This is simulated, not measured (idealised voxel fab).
process module | voxel trench capacitor
cross-section cut | 205 nm wide | cells 5 nm
A cross-section is a grid of square cells, given in bands from the top down. A band is one or more rows of cells.
Each band's line starts with the height of the band's top and of its bottom, in nm. Then come its materials from left to right, each with its width in nm. One material with "throughout" fills the band from edge to edge. "air" is empty space.
Height 0 is the level under which the wafer as received is all one material. The lowest band goes on downwards, as in "0 down".
A width such as "30 to 40" changes by the same amount from each row of cells to the next, from the band's top row to its bottom row.
"no change" after a step means that no cell of the cross-section changed.
closed voids: empty space of 8 cells or more with no open way to the top, each as width x height at its distance from the left edge, in nm
after a step's settings: what the simulator itself notes on the step
overlay nm, on a step with a mask: how far to the right of its planned place the mask lay; to the left if negative
plan
1 op RECEIVE | material Si
2 op CONFORMAL_DEP | material SiN | thk nm 5
3 op DIRECTIONAL_DEP | material aC | thk nm 10
4 op PATTERN | tone open | mask id TRENCH | material resist | width nm 20 | pitch nm 50 | thk nm 30 | overlay nm 0
5 op DIRECTIONAL_ETCH | etch materials aC | depth nm 5
6 op STRIP | etch materials resist
7 op DIRECTIONAL_ETCH | etch materials SiN | depth nm 5
8 op DIRECTIONAL_ETCH | etch materials Si | depth nm 25
9 op STRIP | etch materials aC
10 op CONFORMAL_DEP | material Al2O3 | thk nm 5
11 op FILL_DEP | material polySi | thk nm 5
12 op CMP | height nm 5
varied across the wafers: depth nm of step 5. The plan shows the first wafer's value. All wafers start alike
first wafer as received, after step 1
  0 down: Si throughout
  closed voids: none
first wafer at the end, after step 12
  5 to 0: SiN throughout
  0 down: Si throughout
  closed voids: none
last wafer at the end
  5 to 0: SiN 65 | Al2O3 5 | polySi 10 | Al2O3 5 | SiN 30 | Al2O3 5 | polySi 10 | Al2O3 5 | SiN 70
  0 to -20: Si 65 | Al2O3 5 | polySi 10 | Al2O3 5 | Si 30 | Al2O3 5 | polySi 10 | Al2O3 5 | Si 70
  -20 to -25: Si 65 | Al2O3 20 | Si 30 | Al2O3 20 | Si 70
  -25 down: Si throughout
  closed voids: none
each wafer at the end: cells of each material gained (+) or lost (-) since it was received, then its closed voids
depth nm 5 | +41 SiN | closed voids: none
depth nm 10 | +28 Al2O3 | -40 Si | +33 SiN | +20 polySi | closed voids: none
depth nm 15 | +28 Al2O3 | -40 Si | +33 SiN | +20 polySi | closed voids: none
depth nm 20 | +28 Al2O3 | -40 Si | +33 SiN | +20 polySi | closed voids: none
depth nm 25 | +28 Al2O3 | -40 Si | +33 SiN | +20 polySi | closed voids: none
